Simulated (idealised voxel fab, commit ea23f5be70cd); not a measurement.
This section sets out a process module, namely voxel air gaps.
The figure presents cross-section cut, which has a width of 175 nm and is divided into square cells with an edge length of 5 nm.
The cross-sections in this document take the form of a grid made of square cells. They are written out as bands, in order from top to bottom. Each band consists of one or more rows of cells. The band entry comprises the height of the band's top followed by the height of its bottom, expressed in nm, and subsequently the band's materials from left to right, each stated together with its width in nm. Where a single material is marked with the word "throughout", that material fills the band from edge to edge. The word "blank" represents empty space. It should be noted that heights are counted from 0, beneath which the wafer as supplied is of one material throughout, and that the lowest band possesses no lower boundary but continues downward, as written in "0..down". Top row gets the first number, bottom row gets the second, and each row in between changes by the same step: that is how a band width like "30->40" works. "all unchanged" after a step means that no cell of the cross-section changed. This entry, "Enclosed internal voids", enumerates those empty regions of no fewer than 8 cells that possess no open connection to the top. Each region is reported in the form width x height at distance, the distance being taken from the left edge, with all three quantities expressed in nm. Whatever follows a step's settings on its line is a remark the simulator itself makes about that step. The optional step-line setting "overlay nm" applies to steps with a mask and quantifies how far to the right of its planned location the mask lay, a negative value indicating leftward placement.

[The following list gives the planned process steps]
step 1: RECEIVE | material Si
step 2: CONFORMAL_DEP | material SiO2 | thk nm 15
step 3: CONFORMAL_DEP | material SiCN | thk nm 5
step 4: DIRECTIONAL_DEP | material lowk | thk nm 35
step 5: DIRECTIONAL_DEP | material aC | thk nm 15
step 6: PATTERN | tone open | mask id LINES | material resist | width nm 20 | pitch nm 50 | thk nm 35 | overlay nm -10
step 7: DIRECTIONAL_ETCH | etch materials aC | depth nm 15
step 8: STRIP | etch materials resist
step 9: DIRECTIONAL_ETCH | etch materials lowk | depth nm 35
step 10: STRIP | etch materials aC
step 11: CONFORMAL_DEP | material TiN | thk nm 5
step 12: FILL_DEP | material W | thk nm 10
step 13: CMP | height nm 55
step 14: EPI | material Ru | thk nm 10
step 15: SELECTIVE_ETCH | etch materials lowk | depth nm 45
step 16: CONFORMAL_DEP | material SiCN | thk nm 5
Be aware that, although all wafers share a common starting state, the overlay nm at step 6 differs among them, and the plan displays the first wafer's value.

[Cross-sectional view of the first of several wafers in the as-received condition, corresponding to the state following step 1]
* 0..down  Si throughout
* Enclosed internal voids: none

[Here is the cross-section of the first of several wafers at the end of the module, after its last step, step 16]
* 70..65  SiCN: 150, blank: 25
* 65..55  SiCN: 5, Ru: 40, SiCN: 10, Ru: 40, SiCN: 10, Ru: 40, SiCN: 5, blank: 25
* 55..50  SiCN: 15, TiN: 5, W: 10, TiN: 5, SiCN: 30, TiN: 5, W: 10, TiN: 5, SiCN: 30, TiN: 5, W: 10, TiN: 5, SiCN: 15, blank: 25
* 50..25  blank: 10, SiCN: 5, TiN: 5, W: 10, TiN: 5, SiCN: 5, blank: 20, SiCN: 5, TiN: 5, W: 10, TiN: 5, SiCN: 5, blank: 20, SiCN: 5, TiN: 5, W: 10, TiN: 5, SiCN: 5, blank: 35
* 25..20  SiCN: 15, TiN: 20, SiCN: 30, TiN: 20, SiCN: 30, TiN: 20, SiCN: 40
* 20..15  SiCN throughout
* 15..0  SiO2 throughout
* 0..down  Si throughout
* Enclosed internal voids: 10 x 25 at 0; 20 x 25 at 40; 20 x 25 at 90

[The final wafer, sectioned at module end]
* 70..65  blank: 25, SiCN: 150
* 65..55  blank: 25, SiCN: 5, Ru: 40, SiCN: 10, Ru: 40, SiCN: 10, Ru: 40, SiCN: 5
* 55..50  blank: 25, SiCN: 15, TiN: 5, W: 10, TiN: 5, SiCN: 30, TiN: 5, W: 10, TiN: 5, SiCN: 30, TiN: 5, W: 10, TiN: 5, SiCN: 15
* 50..25  blank: 35, SiCN: 5, TiN: 5, W: 10, TiN: 5, SiCN: 5, blank: 20, SiCN: 5, TiN: 5, W: 10, TiN: 5, SiCN: 5, blank: 20, SiCN: 5, TiN: 5, W: 10, TiN: 5, SiCN: 5, blank: 10
* 25..20  SiCN: 40, TiN: 20, SiCN: 30, TiN: 20, SiCN: 30, TiN: 20, SiCN: 15
* 20..15  SiCN throughout
* 15..0  SiO2 throughout
* 0..down  Si throughout
* Enclosed internal voids: 20 x 25 at 65; 20 x 25 at 115; 10 x 25 at 165

[Below: a row per wafer. Contents at end of module: for every material, cells gained since receipt (+) or lost since receipt (-); then closed voids]
overlay nm -10; +48 Ru; +148 SiCN; +105 SiO2; +48 TiN; +36 W; Enclosed internal voids: 10 x 25 at 0; 20 x 25 at 40; 20 x 25 at 90
overlay nm -5; +48 Ru; +148 SiCN; +105 SiO2; +48 TiN; +36 W; Enclosed internal voids: 20 x 25 at 45; 20 x 25 at 95
overlay nm 0; +48 Ru; +148 SiCN; +105 SiO2; +48 TiN; +36 W; Enclosed internal voids: 20 x 25 at 50; 20 x 25 at 100
overlay nm 5; +48 Ru; +148 SiCN; +105 SiO2; +48 TiN; +36 W; Enclosed internal voids: 20 x 25 at 55; 20 x 25 at 105
overlay nm 10; +48 Ru; +148 SiCN; +105 SiO2; +48 TiN; +36 W; Enclosed internal voids: 20 x 25 at 60; 20 x 25 at 110
overlay nm 15; +48 Ru; +148 SiCN; +105 SiO2; +48 TiN; +36 W; Enclosed internal voids: 20 x 25 at 65; 20 x 25 at 115; 10 x 25 at 165
